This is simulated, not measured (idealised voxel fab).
Herein follows the process module entitled voxel wiring stack.
Xsec cut, 250 nm wide, square cell size 5 nm.
If you're reading a cross-section in this doc, picture square cells in a grid; it comes to you as bands, top ones listed first down to the bottom, and a band can be one or more rows of cells.
Heights first: top, then bottom, in nm. Then materials, left to right, each with a width in nm. "full width" on a single material: fills the band edge to edge. "empty": empty space.
Note: height 0 marks the level under which the wafer is uniformly one material as received. Lowest band unbounded below, written "0 and below".
So if you see something like "30->40" for the width, read it as the top row of the band sitting at the first number and the bottom row at the second, with every row in between moving by the same amount as the last.
No cell of the cross-section changed in a step that is given as "nothing altered".
Closed voids list: empty space of 8 cells or more with no open way to the top, each as width x height at its distance from the left edge, in nm
Read whatever lies past the settings on a step's line as the simulator's own remark about the step.
What "overlay nm" on a step's line means: if the step has a mask, that mask lay this far to the right of its planned place, or, when the value is negative, to the left.
## Intended process steps
1,RECEIVE [material Si]
2,CONFORMAL_DEP [material SiO2] [thk nm 15]
3,CONFORMAL_DEP [material SiN] [thk nm 5]
4,DIRECTIONAL_DEP [material lowk] [thk nm 25]
5,MASKED_ETCH [tone open] [mask id METAL_1] [width nm 30] [pitch nm 50] [etch materials lowk] [depth nm 25] [overlay nm 0]
6,MASKED_ETCH [tone open] [mask id METAL_1] [width nm 30] [pitch nm 50] [etch materials SiN] [depth nm 5] [overlay nm 0]
7,CONFORMAL_DEP [material TiN] [thk nm 5]
8,FILL_DEP [material Cu] [thk nm 10]
9,CMP [height nm 45]
10,CONFORMAL_DEP [material SiCN] [thk nm 5]
11,DIRECTIONAL_DEP [material lowk] [thk nm 15]
12,DIRECTIONAL_DEP [material aC] [thk nm 15]
13,PATTERN [tone open] [mask id PLUG_1] [material resist] [width nm 15] [pitch nm 50] [thk nm 30] [overlay nm 0]
14,DIRECTIONAL_ETCH [etch materials aC] [depth nm 15]
15,STRIP [etch materials resist]
16,DIRECTIONAL_ETCH [etch materials lowk] [depth nm 15]
17,DIRECTIONAL_ETCH [etch materials SiCN] [depth nm 5]
18,STRIP [etch materials aC]
19,CONFORMAL_DEP [material TiN] [thk nm 5]
20,FILL_DEP [material W] [thk nm 10]
21,CMP [height nm 65]
22,CONFORMAL_DEP [material SiCN] [thk nm 5]
23,DIRECTIONAL_DEP [material SiO2] [thk nm 20]
24,DIRECTIONAL_DEP [material aC] [thk nm 15]
25,PATTERN [tone open] [mask id METAL_2] [material resist] [width nm 30] [pitch nm 50] [thk nm 35] [overlay nm 0]
26,DIRECTIONAL_ETCH [etch materials aC] [depth nm 15]
27,STRIP [etch materials resist]
28,DIRECTIONAL_ETCH [etch materials SiO2] [depth nm 20]
29,DIRECTIONAL_ETCH [etch materials SiCN] [depth nm 5]
30,STRIP [etch materials aC]
31,CONFORMAL_DEP [material TiN] [thk nm 5]
32,FILL_DEP [material Cu] [thk nm 5]
33,CMP [height nm 90]
34,CONFORMAL_DEP [material SiCN] [thk nm 5]
35,DIRECTIONAL_DEP [material lowk] [thk nm 10]
36,DIRECTIONAL_DEP [material aC] [thk nm 10]
37,PATTERN [tone open] [mask id PLUG_2] [material resist] [width nm 15] [pitch nm 50] [thk nm 25] [overlay nm 0]
38,DIRECTIONAL_ETCH [etch materials aC] [depth nm 10]
39,STRIP [etch materials resist]
40,DIRECTIONAL_ETCH [etch materials lowk] [depth nm 10]
41,DIRECTIONAL_ETCH [etch materials SiCN] [depth nm 5]
42,STRIP [etch materials aC]
43,EPI [material Ru] [thk nm 10]
44,EPI [material Ru] [thk nm 5]
45,CONFORMAL_DEP [material SiN] [thk nm 5]
46,DIRECTIONAL_DEP [material SiO2] [thk nm 15]
47,DIRECTIONAL_DEP [material aC] [thk nm 15]
48,PATTERN [tone open] [mask id METAL_3] [material resist] [width nm 30] [pitch nm 50] [thk nm 35] [overlay nm 0]
49,DIRECTIONAL_ETCH [etch materials aC] [depth nm 15]
50,STRIP [etch materials resist]
51,DIRECTIONAL_ETCH [etch materials SiO2] [depth nm 15]
52,DIRECTIONAL_ETCH [etch materials SiN] [depth nm 5]
53,STRIP [etch materials aC]
54,CONFORMAL_DEP [material TiN] [thk nm 5]
55,FILL_DEP [material Cu] [thk nm 5]
56,CMP [height nm 125]
57,EPI [material Ru] [thk nm 5]
58,FILL_DEP [material SiCN] [thk nm 5]
## as received, after step 1
0 and below | Si full width
Closed voids list: none
## Module complete - cross-section of the first of two wafers, run according to plan
135 down to 130 | SiCN full width
130 down to 125 | 30 SiCN; 40 Ru; 10 SiCN; 40 Ru; 10 SiCN; 40 Ru; 10 SiCN; 40 Ru; 30 SiCN
125 down to 110 | 35 SiO2; 5 TiN; 20 Cu; 5 TiN; 20 SiO2; 5 TiN; 20 Cu; 5 TiN; 20 SiO2; 5 TiN; 20 Cu; 5 TiN; 20 SiO2; 5 TiN; 20 Cu; 5 TiN; 35 SiO2
110 down to 105 | 35 SiN; 30 TiN; 20 SiN; 30 TiN; 20 SiN; 30 TiN; 20 SiN; 30 TiN; 35 SiN
105 down to 95 | 35 lowk; 15 Ru; 35 lowk; 15 Ru; 35 lowk; 15 Ru; 35 lowk; 15 Ru; 50 lowk
95 down to 90 | 35 SiCN; 15 Ru; 35 SiCN; 15 Ru; 35 SiCN; 15 Ru; 35 SiCN; 15 Ru; 50 SiCN
90 down to 70 | 35 SiO2; 5 TiN; 20 Cu; 5 TiN; 20 SiO2; 5 TiN; 20 Cu; 5 TiN; 20 SiO2; 5 TiN; 20 Cu; 5 TiN; 20 SiO2; 5 TiN; 20 Cu; 5 TiN; 35 SiO2
70 down to 65 | 35 SiCN; 30 TiN; 20 SiCN; 30 TiN; 20 SiCN; 30 TiN; 20 SiCN; 30 TiN; 35 SiCN
65 down to 50 | 35 lowk; 5 TiN; 5 W; 5 TiN; 35 lowk; 5 TiN; 5 W; 5 TiN; 35 lowk; 5 TiN; 5 W; 5 TiN; 35 lowk; 5 TiN; 5 W; 5 TiN; 50 lowk
50 down to 45 | 35 SiCN; 15 TiN; 35 SiCN; 15 TiN; 35 SiCN; 15 TiN; 35 SiCN; 15 TiN; 50 SiCN
45 down to 20 | 35 lowk; 5 TiN; 20 Cu; 5 TiN; 20 lowk; 5 TiN; 20 Cu; 5 TiN; 20 lowk; 5 TiN; 20 Cu; 5 TiN; 20 lowk; 5 TiN; 20 Cu; 5 TiN; 35 lowk
20 down to 15 | 35 SiN; 30 TiN; 20 SiN; 30 TiN; 20 SiN; 30 TiN; 20 SiN; 30 TiN; 35 SiN
15 down to 0 | SiO2 full width
0 and below | Si full width
Closed voids list: none
## Wafer two, end of module, cross-section. Same start, same plan as wafer one. One mistake in the run
130 down to 110 | SiCN full width
110 down to 105 | SiN full width
105 down to 95 | 35 lowk; 15 Ru; 35 lowk; 15 Ru; 35 lowk; 15 Ru; 35 lowk; 15 Ru; 50 lowk
95 down to 90 | 35 SiCN; 15 Ru; 35 SiCN; 15 Ru; 35 SiCN; 15 Ru; 35 SiCN; 15 Ru; 50 SiCN
90 down to 70 | 35 SiO2; 5 TiN; 20 Cu; 5 TiN; 20 SiO2; 5 TiN; 20 Cu; 5 TiN; 20 SiO2; 5 TiN; 20 Cu; 5 TiN; 20 SiO2; 5 TiN; 20 Cu; 5 TiN; 35 SiO2
70 down to 65 | 35 SiCN; 30 TiN; 20 SiCN; 30 TiN; 20 SiCN; 30 TiN; 20 SiCN; 30 TiN; 35 SiCN
65 down to 50 | 35 lowk; 5 TiN; 5 W; 5 TiN; 35 lowk; 5 TiN; 5 W; 5 TiN; 35 lowk; 5 TiN; 5 W; 5 TiN; 35 lowk; 5 TiN; 5 W; 5 TiN; 50 lowk
50 down to 45 | 35 SiCN; 15 TiN; 35 SiCN; 15 TiN; 35 SiCN; 15 TiN; 35 SiCN; 15 TiN; 50 SiCN
45 down to 20 | 35 lowk; 5 TiN; 20 Cu; 5 TiN; 20 lowk; 5 TiN; 20 Cu; 5 TiN; 20 lowk; 5 TiN; 20 Cu; 5 TiN; 20 lowk; 5 TiN; 20 Cu; 5 TiN; 35 lowk
20 down to 15 | 35 SiN; 30 TiN; 20 SiN; 30 TiN; 20 SiN; 30 TiN; 20 SiN; 30 TiN; 35 SiN
15 down to 0 | SiO2 full width
0 and below | Si full width
Closed voids list: none
Misprocessing identified: so step 46 ended up running with a different setting than we planned, it ran as DIRECTIONAL_DEP [material SiCN] [thk nm 15]
Final comparison by cell count, materials where the second wafer has more or fewer than the first: 48 fewer of Cu | 32 fewer of Ru | 132 more of SiCN | 24 more of SiN | 78 fewer of SiO2 | 48 fewer of TiN
